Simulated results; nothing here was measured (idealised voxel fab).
The document below concerns the process module designated voxel capacitor over wiring.
Cross-sectional view cut (width: 280 nm; square cell size: 5 nm).
Cross-section layout: square cells on a grid; listed as bands, top to bottom; a band spans one or more cell rows. First you get the band's top height and its bottom height, in nm, and then the materials it's made of, left to right, with each width in nm. If you see a single material with "edge to edge", that one covers the band edge to edge. "air" is empty space. Beneath 0, the wafer as received is one material, and that level is where height counting begins. The lowest band goes on downward without a bottom; it is written like "0 nm and below". Width "30 to 40": first value at the band's top row of cells, second value at its bottom row, equal change from row to row. You'll sometimes find "all unchanged" written for a step, and that's the way of saying that nowhere in the cross-section did a cell change during that step. So "Sealed internal voids" is basically the list of trapped voids: any empty space of 8 cells or more that can't reach the top through an opening. They're written width x height at distance, the distance being from the left edge, and it's all nm. Where a step's line continues beyond its settings, the continuation is a remark by the simulator itself on that step. "overlay nm" denotes, for a step that has a mask, the displacement of the mask to the right of its planned place, with negative values corresponding to the left.

# The process steps that were planned are listed below
1. RECEIVE (material Si)
2. CONFORMAL_DEP (material SiO2; thk nm 10)
3. CONFORMAL_DEP (material SiN; thk nm 5)
4. DIRECTIONAL_DEP (material SiO2; thk nm 15)
5. PATTERN (tone open; mask id METAL_1; material resist; width nm 20; pitch nm 70; thk nm 15; overlay nm 0)
6. DIRECTIONAL_ETCH (etch materials SiO2; depth nm 15)
7. DIRECTIONAL_ETCH (etch materials SiN; depth nm 5)
8. STRIP (etch materials resist)
9. CONFORMAL_DEP (material TiN; thk nm 5)
10. FILL_DEP (material W; thk nm 10)
11. CMP (height nm 30)
12. EPI (material Ru; thk nm 5)
13. FILL_DEP (material SiCN; thk nm 5)
14. DIRECTIONAL_DEP (material lowk; thk nm 10)
15. DIRECTIONAL_DEP (material aC; thk nm 15)
16. PATTERN (tone open; mask id PLUG_1; material resist; width nm 15; thk nm 35; overlay nm 0)
17. DIRECTIONAL_ETCH (etch materials aC; depth nm 15)
18. STRIP (etch materials resist)
19. DIRECTIONAL_ETCH (etch materials lowk; depth nm 10)
20. DIRECTIONAL_ETCH (etch materials SiCN; depth nm 5)
21. STRIP (etch materials aC)
22. CONFORMAL_DEP (material TiN; thk nm 5)
23. FILL_DEP (material Ru; thk nm 10)
24. CMP (height nm 50)
25. DIRECTIONAL_DEP (material TiN; thk nm 5)
26. DIRECTIONAL_DEP (material HfO2; thk nm 5)
27. DIRECTIONAL_DEP (material TiN; thk nm 5)
28. DIRECTIONAL_DEP (material aC; thk nm 10)
29. PATTERN (tone cover; mask id UPPER_PLATE; material resist; width nm 55; thk nm 25; overlay nm 0)
30. DIRECTIONAL_ETCH (etch materials aC; depth nm 10)
31. STRIP (etch materials resist)
32. DIRECTIONAL_ETCH (etch materials TiN; depth nm 5)
33. DIRECTIONAL_ETCH (etch materials HfO2; depth nm 5)
34. STRIP (etch materials aC)
35. MASKED_ETCH (tone cover; mask id LOWER_PLATE; width nm 65; etch materials TiN; depth nm 5; overlay nm 0)
36. FILL_DEP (material SiO2; thk nm 15)
37. CMP (height nm 75)
38. DIRECTIONAL_DEP (material aC; thk nm 15)
39. PATTERN (tone open; mask id PLUG_2; material resist; width nm 15; thk nm 30; overlay nm 0)
40. DIRECTIONAL_ETCH (etch materials aC; depth nm 15)
41. STRIP (etch materials resist)
42. DIRECTIONAL_ETCH (etch materials SiO2; depth nm 10)
43. STRIP (etch materials aC)
44. CONFORMAL_DEP (material TiN; thk nm 5)
45. FILL_DEP (material Cu; thk nm 10)
46. CMP (height nm 75)
47. CONFORMAL_DEP (material SiCN; thk nm 5)

# Step 1 complete: cross-section of the wafer as received
- 0 nm and below  Si edge to edge
- Sealed internal voids: none

# Run as planned - first of the two wafers cross-sectioned at the end of the module
- 80 nm to 75 nm  SiCN edge to edge
- 75 nm to 70 nm  SiO2: 110, TiN: 5, Cu: 5, TiN: 5, SiO2: 155
- 70 nm to 60 nm  SiO2: 110 to 100, TiN: 15 to 55, SiO2: 155 to 125
- 60 nm to 55 nm  SiO2: 100, HfO2: 55, SiO2: 125
- 55 nm to 50 nm  SiO2: 95, TiN: 65, SiO2: 120
- 50 nm to 40 nm  lowk: 100, TiN: 5, Ru: 5, TiN: 5, lowk: 165
- 40 nm to 35 nm  SiCN: 100, TiN: 15, SiCN: 165
- 35 nm to 30 nm  SiCN: 90, Ru: 30, SiCN: 40, Ru: 30, SiCN: 90
- 30 nm to 15 nm  SiO2: 95, TiN: 5, W: 10, TiN: 5, SiO2: 50, TiN: 5, W: 10, TiN: 5, SiO2: 95
- 15 nm to 10 nm  SiN: 95, TiN: 20, SiN: 50, TiN: 20, SiN: 95
- 10 nm to 0 nm  SiO2 edge to edge
- 0 nm and below  Si edge to edge
- Sealed internal voids: none

# This cross-section belongs to the second wafer of two at the end of the module; the start and the plan were shared with the first, and the run included one mistake
- 80 nm to 75 nm  SiCN edge to edge
- 75 nm to 70 nm  SiO2: 110, TiN: 5, Cu: 5, TiN: 5, SiO2: 155
- 70 nm to 65 nm  SiO2: 110, TiN: 15, SiO2: 155
- 65 nm to 60 nm  SiO2 edge to edge
- 60 nm to 55 nm  SiO2: 100, HfO2: 55, SiO2: 125
- 55 nm to 50 nm  TiN: 95, SiO2: 5, TiN: 55, SiO2: 5, TiN: 120
- 50 nm to 40 nm  lowk: 100, TiN: 5, Ru: 5, TiN: 5, lowk: 165
- 40 nm to 35 nm  SiCN: 100, TiN: 15, SiCN: 165
- 35 nm to 30 nm  SiCN: 90, Ru: 30, SiCN: 40, Ru: 30, SiCN: 90
- 30 nm to 15 nm  SiO2: 95, TiN: 5, W: 10, TiN: 5, SiO2: 50, TiN: 5, W: 10, TiN: 5, SiO2: 95
- 15 nm to 10 nm  SiN: 95, TiN: 20, SiN: 50, TiN: 20, SiN: 95
- 10 nm to 0 nm  SiO2 edge to edge
- 0 nm and below  Si edge to edge
- Sealed internal voids: none
Want to know what went wrong? not per plan at step 35, really ran MASKED_ETCH (tone open; mask id LOWER_PLATE; width nm 65; etch materials TiN; depth nm 5; overlay nm 0)
It is noted that, at the conclusion of processing, the second wafer exhibits a higher or lower cell count for certain materials relative to the first: 30 fewer of SiO2, 30 more of TiN
